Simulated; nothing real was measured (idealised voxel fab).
The document below concerns the process module designated voxel wiring stack.
Cross-section cut: width 300 nm, square cells of 5 nm.
For the purposes of this document, a cross-section shall be understood as a grid of square cells, specified as bands listed in top-to-bottom order, each band consisting of one or more rows of cells.
Each band's line starts with the height of the band's top and of its bottom, in nm. Then come its materials from left to right, each with its width in nm. One material with "everywhere" fills the band from edge to edge. "air" is empty space.
Below 0: as-received wafer, all one material; heights counted from there. Lowest band: no bottom, goes on down, written "from 0 down".
A width given as "30 to 40" starts at the first number in the band's top row and ends at the second number in its bottom row, shifting by an equal amount at every step from row to row.
Where the words "no change" appear for a step, the cross-section shows no cell changed by that step; every cell remained as before.
"Non-vented voids": empty spaces of 8 cells or more with no open way to the top, each given as width x height at distance, distance from the left edge, all in nm.
Step line, after settings: the simulator's comment on this step.
On any step carrying a mask, the "overlay nm" setting, if present on the step's line, tells how far right of its planned place the mask lay; negative values point to the left.
# The process steps that were planned are listed below
step 1: RECEIVE, material Si
step 2: CONFORMAL_DEP, material SiO2, thk nm 10
step 3: DIRECTIONAL_DEP, material TiN, thk nm 5
step 4: DIRECTIONAL_DEP, material W, thk nm 15
step 5: PATTERN, tone cover, mask id METAL_1, material resist, width nm 30, pitch nm 50, thk nm 20, overlay nm 0
step 6: DIRECTIONAL_ETCH, etch materials W, depth nm 15
step 7: DIRECTIONAL_ETCH, etch materials TiN, depth nm 5
step 8: STRIP, etch materials resist
step 9: FILL_DEP, material lowk, thk nm 10
step 10: CMP, height nm 30
step 11: CONFORMAL_DEP, material SiCN, thk nm 5
step 12: DIRECTIONAL_DEP, material lowk, thk nm 10
step 13: PATTERN, tone open, mask id PLUG_1, material resist, width nm 15, pitch nm 50, thk nm 20, overlay nm 0
step 14: DIRECTIONAL_ETCH, etch materials lowk, depth nm 10
step 15: DIRECTIONAL_ETCH, etch materials SiCN, depth nm 5
step 16: STRIP, etch materials resist
step 17: EPI, material Ru, thk nm 10
step 18: EPI, material Ru, thk nm 5
step 19: CONFORMAL_DEP, material SiCN, thk nm 5
step 20: DIRECTIONAL_DEP, material SiO2, thk nm 15
step 21: DIRECTIONAL_DEP, material aC, thk nm 10
step 22: PATTERN, tone open, mask id METAL_2, material resist, width nm 30, pitch nm 50, thk nm 30, overlay nm 0
step 23: DIRECTIONAL_ETCH, etch materials aC, depth nm 10
step 24: STRIP, etch materials resist
step 25: DIRECTIONAL_ETCH, etch materials SiO2, depth nm 15
step 26: DIRECTIONAL_ETCH, etch materials SiCN, depth nm 5
step 27: STRIP, etch materials aC
step 28: CONFORMAL_DEP, material TiN, thk nm 5
step 29: FILL_DEP, material Ru, thk nm 10
step 30: CMP, height nm 65
step 31: EPI, material Ru, thk nm 5
step 32: FILL_DEP, material SiCN, thk nm 5
# Below: the first of two wafers, run as planned
# Incoming wafer in cross-section (state: after step 1)
* from 0 down = Si everywhere
* Non-vented voids: none
# State of the wafer after step 2, shown in cross-section
* from 10 to 0 = SiO2 everywhere
* Nothing below the height 0 has changed.
# State of the wafer after step 3, shown in cross-section
* from 15 to 10 = TiN everywhere
* Nothing below the height 10 has changed.
# State of the wafer after step 4, shown in cross-section
* from 30 to 15 = W everywhere
* Nothing below the height 15 has changed.
# State of the wafer after step 5, shown in cross-section
* from 50 to 30 = 85 nm air, 30 nm resist, 20 nm air, 30 nm resist, 20 nm air, 30 nm resist, 85 nm air
* Nothing below the height 30 has changed.
# State of the wafer after step 6, shown in cross-section
* from 50 to 30 = 85 nm air, 30 nm resist, 20 nm air, 30 nm resist, 20 nm air, 30 nm resist, 85 nm air
* from 30 to 15 = 85 nm air, 30 nm W, 20 nm air, 30 nm W, 20 nm air, 30 nm W, 85 nm air
* Nothing below the height 15 has changed.
# State of the wafer after step 7, shown in cross-section
* from 50 to 30 = 85 nm air, 30 nm resist, 20 nm air, 30 nm resist, 20 nm air, 30 nm resist, 85 nm air
* from 30 to 15 = 85 nm air, 30 nm W, 20 nm air, 30 nm W, 20 nm air, 30 nm W, 85 nm air
* from 15 to 10 = 85 nm air, 30 nm TiN, 20 nm air, 30 nm TiN, 20 nm air, 30 nm TiN, 85 nm air
* Nothing below the height 10 has changed.
# State of the wafer after step 8, shown in cross-section
* from 30 to 15 = 85 nm air, 30 nm W, 20 nm air, 30 nm W, 20 nm air, 30 nm W, 85 nm air
* Nothing below the height 15 has changed.
# State of the wafer after step 9, shown in cross-section
* from 40 to 30 = lowk everywhere
* from 30 to 15 = 85 nm lowk, 30 nm W, 20 nm lowk, 30 nm W, 20 nm lowk, 30 nm W, 85 nm lowk
* from 15 to 10 = 85 nm lowk, 30 nm TiN, 20 nm lowk, 30 nm TiN, 20 nm lowk, 30 nm TiN, 85 nm lowk
* Nothing below the height 10 has changed.
# State of the wafer after step 10, shown in cross-section
* from 30 to 15 = 85 nm lowk, 30 nm W, 20 nm lowk, 30 nm W, 20 nm lowk, 30 nm W, 85 nm lowk
* Nothing below the height 15 has changed.
# State of the wafer after step 11, shown in cross-section
* from 35 to 30 = SiCN everywhere
* Nothing below the height 30 has changed.
# State of the wafer after step 12, shown in cross-section
* from 45 to 35 = lowk everywhere
* Nothing below the height 35 has changed.
# State of the wafer after step 13, shown in cross-section
* from 65 to 45 = 85 nm resist, 15 nm air, 35 nm resist, 15 nm air, 35 nm resist, 15 nm air, 100 nm resist
* Nothing below the height 45 has changed.
# State of the wafer after step 14, shown in cross-section
* from 65 to 45 = 85 nm resist, 15 nm air, 35 nm resist, 15 nm air, 35 nm resist, 15 nm air, 100 nm resist
* from 45 to 35 = 85 nm lowk, 15 nm air, 35 nm lowk, 15 nm air, 35 nm lowk, 15 nm air, 100 nm lowk
* Nothing below the height 35 has changed.
# State of the wafer after step 15, shown in cross-section
* from 65 to 45 = 85 nm resist, 15 nm air, 35 nm resist, 15 nm air, 35 nm resist, 15 nm air, 100 nm resist
* from 45 to 35 = 85 nm lowk, 15 nm air, 35 nm lowk, 15 nm air, 35 nm lowk, 15 nm air, 100 nm lowk
* from 35 to 30 = 85 nm SiCN, 15 nm air, 35 nm SiCN, 15 nm air, 35 nm SiCN, 15 nm air, 100 nm SiCN
* Nothing below the height 30 has changed.
# State of the wafer after step 16, shown in cross-section
* from 45 to 35 = 85 nm lowk, 15 nm air, 35 nm lowk, 15 nm air, 35 nm lowk, 15 nm air, 100 nm lowk
* Nothing below the height 35 has changed.
# State of the wafer after step 17, shown in cross-section
* from 45 to 40 = 85 nm lowk, 15 nm air, 35 nm lowk, 15 nm air, 35 nm lowk, 15 nm air, 100 nm lowk
* from 40 to 35 = 85 nm lowk, 15 nm Ru, 35 nm lowk, 15 nm Ru, 35 nm lowk, 15 nm Ru, 100 nm lowk
* from 35 to 30 = 85 nm SiCN, 15 nm Ru, 35 nm SiCN, 15 nm Ru, 35 nm SiCN, 15 nm Ru, 100 nm SiCN
* Nothing below the height 30 has changed.
# State of the wafer after step 18, shown in cross-section
* from 45 to 35 = 85 nm lowk, 15 nm Ru, 35 nm lowk, 15 nm Ru, 35 nm lowk, 15 nm Ru, 100 nm lowk
* Nothing below the height 35 has changed.
# State of the wafer after step 19, shown in cross-section
* from 50 to 45 = SiCN everywhere
* Nothing below the height 45 has changed.
# State of the wafer after step 20, shown in cross-section
* from 65 to 50 = SiO2 everywhere
* Nothing below the height 50 has changed.
# State of the wafer after step 21, shown in cross-section
* from 75 to 65 = aC everywhere
* Nothing below the height 65 has changed.
# State of the wafer after step 22, shown in cross-section
* from 105 to 75 = 85 nm resist, 30 nm air, 20 nm resist, 30 nm air, 20 nm resist, 30 nm air, 85 nm resist
* Nothing below the height 75 has changed.
# State of the wafer after step 23, shown in cross-section
* from 95 to 75 = 85 nm resist, 30 nm air, 20 nm resist, 30 nm air, 20 nm resist, 30 nm air, 85 nm resist
* from 75 to 65 = 85 nm aC, 30 nm air, 20 nm aC, 30 nm air, 20 nm aC, 30 nm air, 85 nm aC
* Nothing below the height 65 has changed.
# State of the wafer after step 24, shown in cross-section
* from 75 to 65 = 85 nm aC, 30 nm air, 20 nm aC, 30 nm air, 20 nm aC, 30 nm air, 85 nm aC
* Nothing below the height 65 has changed.
# State of the wafer after step 25, shown in cross-section
* from 75 to 65 = 85 nm aC, 30 nm air, 20 nm aC, 30 nm air, 20 nm aC, 30 nm air, 85 nm aC
* from 65 to 50 = 85 nm SiO2, 30 nm air, 20 nm SiO2, 30 nm air, 20 nm SiO2, 30 nm air, 85 nm SiO2
* Nothing below the height 50 has changed.
# State of the wafer after step 26, shown in cross-section
* from 75 to 65 = 85 nm aC, 30 nm air, 20 nm aC, 30 nm air, 20 nm aC, 30 nm air, 85 nm aC
* from 65 to 50 = 85 nm SiO2, 30 nm air, 20 nm SiO2, 30 nm air, 20 nm SiO2, 30 nm air, 85 nm SiO2
* from 50 to 45 = 85 nm SiCN, 30 nm air, 20 nm SiCN, 30 nm air, 20 nm SiCN, 30 nm air, 85 nm SiCN
* Nothing below the height 45 has changed.
# State of the wafer after step 27, shown in cross-section
* from 65 to 50 = 85 nm SiO2, 30 nm air, 20 nm SiO2, 30 nm air, 20 nm SiO2, 30 nm air, 85 nm SiO2
* Nothing below the height 50 has changed.
# State of the wafer after step 28, shown in cross-section
* from 70 to 65 = 90 nm TiN, 20 nm air, 30 nm TiN, 20 nm air, 30 nm TiN, 20 nm air, 90 nm TiN
* from 65 to 50 = 85 nm SiO2, 5 nm TiN, 20 nm air, 5 nm TiN, 20 nm SiO2, 5 nm TiN, 20 nm air, 5 nm TiN, 20 nm SiO2, 5 nm TiN, 20 nm air, 5 nm TiN, 85 nm SiO2
* from 50 to 45 = 85 nm SiCN, 30 nm TiN, 20 nm SiCN, 30 nm TiN, 20 nm SiCN, 30 nm TiN, 85 nm SiCN
* Nothing below the height 45 has changed.
# State of the wafer after step 29, shown in cross-section
* from 80 to 70 = Ru everywhere
* from 70 to 65 = 90 nm TiN, 20 nm Ru, 30 nm TiN, 20 nm Ru, 30 nm TiN, 20 nm Ru, 90 nm TiN
* from 65 to 50 = 85 nm SiO2, 5 nm TiN, 20 nm Ru, 5 nm TiN, 20 nm SiO2, 5 nm TiN, 20 nm Ru, 5 nm TiN, 20 nm SiO2, 5 nm TiN, 20 nm Ru, 5 nm TiN, 85 nm SiO2
* Nothing below the height 50 has changed.
# State of the wafer after step 30, shown in cross-section
* from 65 to 50 = 85 nm SiO2, 5 nm TiN, 20 nm Ru, 5 nm TiN, 20 nm SiO2, 5 nm TiN, 20 nm Ru, 5 nm TiN, 20 nm SiO2, 5 nm TiN, 20 nm Ru, 5 nm TiN, 85 nm SiO2
* Nothing below the height 50 has changed.
# State of the wafer after step 31, shown in cross-section
* from 70 to 65 = 80 nm air, 40 nm Ru, 10 nm air, 40 nm Ru, 10 nm air, 40 nm Ru, 80 nm air
* Nothing below the height 65 has changed.
# State of the wafer after step 32, shown in cross-section
* from 75 to 70 = SiCN everywhere
* from 70 to 65 = 80 nm SiCN, 40 nm Ru, 10 nm SiCN, 40 nm Ru, 10 nm SiCN, 40 nm Ru, 80 nm SiCN
* Nothing below the height 65 has changed.
# second wafer: like start, like plan, one mistake. Through step 21 it matches the first wafer
# Cross-section: second wafer, time at which step 22 was scheduled to end
* from 105 to 75 = 90 nm resist, 30 nm air, 20 nm resist, 30 nm air, 20 nm resist, 30 nm air, 80 nm resist
* Nothing below the height 75 has changed.
# Cross-section: second wafer, time at which step 23 was scheduled to end
* from 95 to 75 = 90 nm resist, 30 nm air, 20 nm resist, 30 nm air, 20 nm resist, 30 nm air, 80 nm resist
* from 75 to 65 = 90 nm aC, 30 nm air, 20 nm aC, 30 nm air, 20 nm aC, 30 nm air, 80 nm aC
* Nothing below the height 65 has changed.
# Cross-section: second wafer, time at which step 24 was scheduled to end
* from 75 to 65 = 90 nm aC, 30 nm air, 20 nm aC, 30 nm air, 20 nm aC, 30 nm air, 80 nm aC
* Nothing below the height 65 has changed.
# Cross-section: second wafer, time at which step 25 was scheduled to end
* from 75 to 65 = 90 nm aC, 30 nm air, 20 nm aC, 30 nm air, 20 nm aC, 30 nm air, 80 nm aC
* from 65 to 50 = 90 nm SiO2, 30 nm air, 20 nm SiO2, 30 nm air, 20 nm SiO2, 30 nm air, 80 nm SiO2
* Nothing below the height 50 has changed.
# Cross-section: second wafer, time at which step 26 was scheduled to end
* from 75 to 65 = 90 nm aC, 30 nm air, 20 nm aC, 30 nm air, 20 nm aC, 30 nm air, 80 nm aC
* from 65 to 50 = 90 nm SiO2, 30 nm air, 20 nm SiO2, 30 nm air, 20 nm SiO2, 30 nm air, 80 nm SiO2
* from 50 to 45 = 90 nm SiCN, 30 nm air, 20 nm SiCN, 30 nm air, 20 nm SiCN, 30 nm air, 80 nm SiCN
* Nothing below the height 45 has changed.
# Cross-section: second wafer, time at which step 27 was scheduled to end
* from 65 to 50 = 90 nm SiO2, 30 nm air, 20 nm SiO2, 30 nm air, 20 nm SiO2, 30 nm air, 80 nm SiO2
* Nothing below the height 50 has changed.
# Cross-section: second wafer, time at which step 28 was scheduled to end
* from 70 to 65 = 95 nm TiN, 20 nm air, 30 nm TiN, 20 nm air, 30 nm TiN, 20 nm air, 85 nm TiN
* from 65 to 50 = 90 nm SiO2, 5 nm TiN, 20 nm air, 5 nm TiN, 20 nm SiO2, 5 nm TiN, 20 nm air, 5 nm TiN, 20 nm SiO2, 5 nm TiN, 20 nm air, 5 nm TiN, 80 nm SiO2
* from 50 to 45 = 90 nm SiCN, 30 nm TiN, 20 nm SiCN, 30 nm TiN, 20 nm SiCN, 30 nm TiN, 80 nm SiCN
* Nothing below the height 45 has changed.
# Cross-section: second wafer, time at which step 29 was scheduled to end
* from 80 to 70 = Ru everywhere
* from 70 to 65 = 95 nm TiN, 20 nm Ru, 30 nm TiN, 20 nm Ru, 30 nm TiN, 20 nm Ru, 85 nm TiN
* from 65 to 50 = 90 nm SiO2, 5 nm TiN, 20 nm Ru, 5 nm TiN, 20 nm SiO2, 5 nm TiN, 20 nm Ru, 5 nm TiN, 20 nm SiO2, 5 nm TiN, 20 nm Ru, 5 nm TiN, 80 nm SiO2
* Nothing below the height 50 has changed.
# Cross-section: second wafer, time at which step 30 was scheduled to end
* from 65 to 50 = 90 nm SiO2, 5 nm TiN, 20 nm Ru, 5 nm TiN, 20 nm SiO2, 5 nm TiN, 20 nm Ru, 5 nm TiN, 20 nm SiO2, 5 nm TiN, 20 nm Ru, 5 nm TiN, 80 nm SiO2
* Nothing below the height 50 has changed.
# Cross-section: second wafer, time at which step 31 was scheduled to end
* from 70 to 65 = 85 nm air, 40 nm Ru, 10 nm air, 40 nm Ru, 10 nm air, 40 nm Ru, 75 nm air
* Nothing below the height 65 has changed.
# Cross-section: second wafer, time at which step 32 was scheduled to end
* from 75 to 70 = SiCN everywhere
* from 70 to 65 = 85 nm SiCN, 40 nm Ru, 10 nm SiCN, 40 nm Ru, 10 nm SiCN, 40 nm Ru, 75 nm SiCN
* Nothing below the height 65 has changed.
Plan not followed: the process deviated at step 22: the operation and settings actually run there were PATTERN, tone open, mask id METAL_2, material resist, width nm 30, pitch nm 50, thk nm 30, overlay nm 5
The concluding comparison shows that, measured in cells, each material is equally abundant on both wafers, albeit at different positions.
